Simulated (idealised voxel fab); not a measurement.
Herein follows the process module entitled voxel transistor to metal.
FYI the section here is cut, 170 nm wide, cells are 5 nm squares.
Think of the cross-section as a grid of square cells. We describe it in bands, top to bottom, and each band covers one or more rows of those cells.
Top height, bottom height, nm. Materials left to right, width each, nm. Single material + "full width" = fills band edge to edge. "air" = empty.
Where do heights start? At 0: under that level the wafer as delivered is made of one material only. And the lowest band has no floor; it just carries on downward, as in "z 0 and below".
Width spec "30 to 40" -> top row of cells at first value, bottom row at second value, equal per-row change in between.
Take "identical to before" at face value: in the step it is given for, the cross-section changed in none of its cells.
"Sealed-off cavities" enumerates empty spaces isolated from the top, with no open way to it, that contain at least 8 cells, giving each as width x height at distance from the left edge, all three in nm.
Note: text after step settings on the step line = simulator remark on that step.
"overlay nm", when on a step's line for a step with a mask, measures how far to the right of its planned place the mask lay; a negative measure means to the left.

### The steps planned for the process are as follows
1: RECEIVE: material Si
2: CONFORMAL_DEP: material SiO2, thk nm 5
3: CONFORMAL_DEP: material SiN, thk nm 10
4: DIRECTIONAL_DEP: material aC, thk nm 10
5: PATTERN: tone cover, mask id ACTIVE, material resist, width nm 110, thk nm 25, overlay nm 0
6: DIRECTIONAL_ETCH: etch materials aC, depth nm 10
7: STRIP: etch materials resist
8: DIRECTIONAL_ETCH: etch materials SiN, depth nm 10
9: DIRECTIONAL_ETCH: etch materials SiO2, depth nm 5
10: DIRECTIONAL_ETCH: etch materials Si, depth nm 20
11: STRIP: etch materials aC
12: FILL_DEP: material SiO2, thk nm 15
13: CMP: height nm 15
14: SELECTIVE_ETCH: etch materials SiO2, depth nm 5
15: STRIP: etch materials SiN
16: SELECTIVE_ETCH: etch materials SiO2, depth nm 5
17: OXIDIZE: depth nm 5
18: DIRECTIONAL_DEP: material polySi, thk nm 30
19: DIRECTIONAL_DEP: material SiCN, thk nm 15
20: MASKED_ETCH: tone cover, mask id GATE, width nm 30, etch materials SiCN, depth nm 25, overlay nm -5
21: MASKED_ETCH: tone cover, mask id GATE, width nm 30, etch materials polySi, depth nm 40, overlay nm 0
22: CONFORMAL_DEP: material SiN, thk nm 5
23: DIRECTIONAL_ETCH: etch materials SiN, depth nm 5
24: DIRECTIONAL_ETCH: etch materials SiO2, depth nm 5
25: DIRECTIONAL_ETCH: etch materials Si, depth nm 15
26: EPI: material pSi, thk nm 15
27: FILL_DEP: material SiO2, thk nm 10
28: CMP: height nm 30
29: STRIP: etch materials polySi
30: SELECTIVE_ETCH: etch materials SiO2, depth nm 5
31: CONFORMAL_DEP: material HfO2, thk nm 5
32: CONFORMAL_DEP: material TiN, thk nm 5
33: FILL_DEP: material W, thk nm 5
34: CMP: height nm 25
35: DIRECTIONAL_DEP: material SiO2, thk nm 10
36: PATTERN: tone open, mask id CONTACT, material resist, width nm 15, pitch nm 75, thk nm 20, overlay nm 0
37: DIRECTIONAL_ETCH: etch materials SiO2, depth nm 40
38: STRIP: etch materials resist
39: CONFORMAL_DEP: material TiN, thk nm 5
40: FILL_DEP: material Ru, thk nm 10
41: CMP: height nm 35
42: DIRECTIONAL_DEP: material TiN, thk nm 5
43: DIRECTIONAL_DEP: material W, thk nm 25
44: DIRECTIONAL_DEP: material aC, thk nm 15
45: PATTERN: tone cover, mask id METAL_1, material resist, width nm 15, pitch nm 75, thk nm 30, overlay nm 0
46: DIRECTIONAL_ETCH: etch materials aC, depth nm 15
47: STRIP: etch materials resist
48: DIRECTIONAL_ETCH: etch materials W, depth nm 25
49: DIRECTIONAL_ETCH: etch materials TiN, depth nm 5
50: STRIP: etch materials aC
51: CONFORMAL_DEP: material SiCN, thk nm 5
52: FILL_DEP: material lowk, thk nm 10
53: CMP: height nm 65
54: CONFORMAL_DEP: material SiCN, thk nm 5
Wafers differ in overlay nm at step 20; plan lists the first wafer's value; identical starting state.

### Received wafers, first of several: cross-section after step 1
  z 0 and below = Si full width
  Sealed-off cavities: none

### At the end of the module, after its last step, step 54, the first of several wafers appears in cross-section as follows
  z 70 to 65 = SiCN full width
  z 65 to 40 = lowk=35, SiCN=5, W=15, SiCN=5, lowk=50, SiCN=5, W=15, SiCN=5, lowk=35
  z 40 to 35 = SiCN=40, TiN=15, SiCN=60, TiN=15, SiCN=40
  z 35 to 25 = SiO2=40, TiN=5, Ru=5, TiN=5, SiO2=60, TiN=5, Ru=5, TiN=5, SiO2=40
  z 25 to 15 = SiO2=40, TiN=5, Ru=5, TiN=5, SiO2=5, SiN=5, HfO2=5, TiN=5, W=15, TiN=5, HfO2=5, SiN=5, SiO2=10, TiN=5, Ru=5, TiN=5, SiO2=40
  z 15 to 10 = SiO2=40, TiN=15, SiO2=5, SiN=5, HfO2=5, TiN=5, W=15, TiN=5, HfO2=5, SiN=5, SiO2=10, TiN=15, SiO2=40
  z 10 to 5 = SiO2=40, TiN=5, pSi=15, SiN=5, HfO2=5, TiN=5, W=15, TiN=5, HfO2=5, SiN=5, pSi=15, TiN=10, SiO2=40
  z 5 to 0 = SiO2=25, SiN=5, SiO2=10, TiN=5, pSi=15, SiN=5, HfO2=5, TiN=25, HfO2=5, SiN=5, pSi=15, TiN=10, SiO2=10, SiN=5, SiO2=25
  z 0 to -5 = SiO2=40, TiN=5, pSi=15, HfO2=45, pSi=15, TiN=10, SiO2=40
  z -5 to -20 = SiO2=30, pSi=30, Si=45, pSi=35, SiO2=30
  z -20 and below = Si full width
  Sealed-off cavities: none

### Final wafer cross-section at module end
  z 70 to 65 = SiCN full width
  z 65 to 40 = lowk=35, SiCN=5, W=15, SiCN=5, lowk=50, SiCN=5, W=15, SiCN=5, lowk=35
  z 40 to 35 = SiCN=40, TiN=15, SiCN=60, TiN=15, SiCN=40
  z 35 to 25 = SiO2=40, TiN=5, Ru=5, TiN=5, SiO2=60, TiN=5, Ru=5, TiN=5, SiO2=40
  z 25 to 15 = SiO2=40, TiN=5, Ru=5, TiN=5, SiO2=10, SiN=5, HfO2=5, TiN=5, W=15, TiN=5, HfO2=5, SiN=5, SiO2=5, TiN=5, Ru=5, TiN=5, SiO2=40
  z 15 to 10 = SiO2=40, TiN=15, SiO2=10, SiN=5, HfO2=5, TiN=5, W=15, TiN=5, HfO2=5, SiN=5, SiO2=5, TiN=15, SiO2=40
  z 10 to 5 = SiO2=40, TiN=10, pSi=15, SiN=5, HfO2=5, TiN=5, W=15, TiN=5, HfO2=5, SiN=5, pSi=15, TiN=5, SiO2=40
  z 5 to 0 = SiO2=25, SiN=5, SiO2=10, TiN=10, pSi=15, SiN=5, HfO2=5, TiN=25, HfO2=5, SiN=5, pSi=15, TiN=5, SiO2=10, SiN=5, SiO2=25
  z 0 to -5 = SiO2=40, TiN=10, pSi=15, HfO2=45, pSi=15, TiN=5, SiO2=40
  z -5 to -20 = SiO2=30, pSi=35, Si=45, pSi=30, SiO2=30
  z -20 and below = Si full width
  Sealed-off cavities: none

### Below, a row for every wafer. Read it as the end-of-module picture: for each material the wafer shows its cells gained (+) or lost (-) since it was received, and then its closed voids
overlay nm -5; +19 HfO2; +8 Ru; -109 Si; +82 SiCN; +12 SiN; +195 SiO2; +50 TiN; +42 W; +120 lowk; +57 pSi; Sealed-off cavities: none
overlay nm 0; +18 HfO2; +8 Ru; -112 Si; +82 SiCN; +12 SiN; +198 SiO2; +52 TiN; +38 W; +120 lowk; +60 pSi; Sealed-off cavities: none
overlay nm 5; +19 HfO2; +8 Ru; -109 Si; +82 SiCN; +12 SiN; +195 SiO2; +50 TiN; +42 W; +120 lowk; +57 pSi; Sealed-off cavities: none
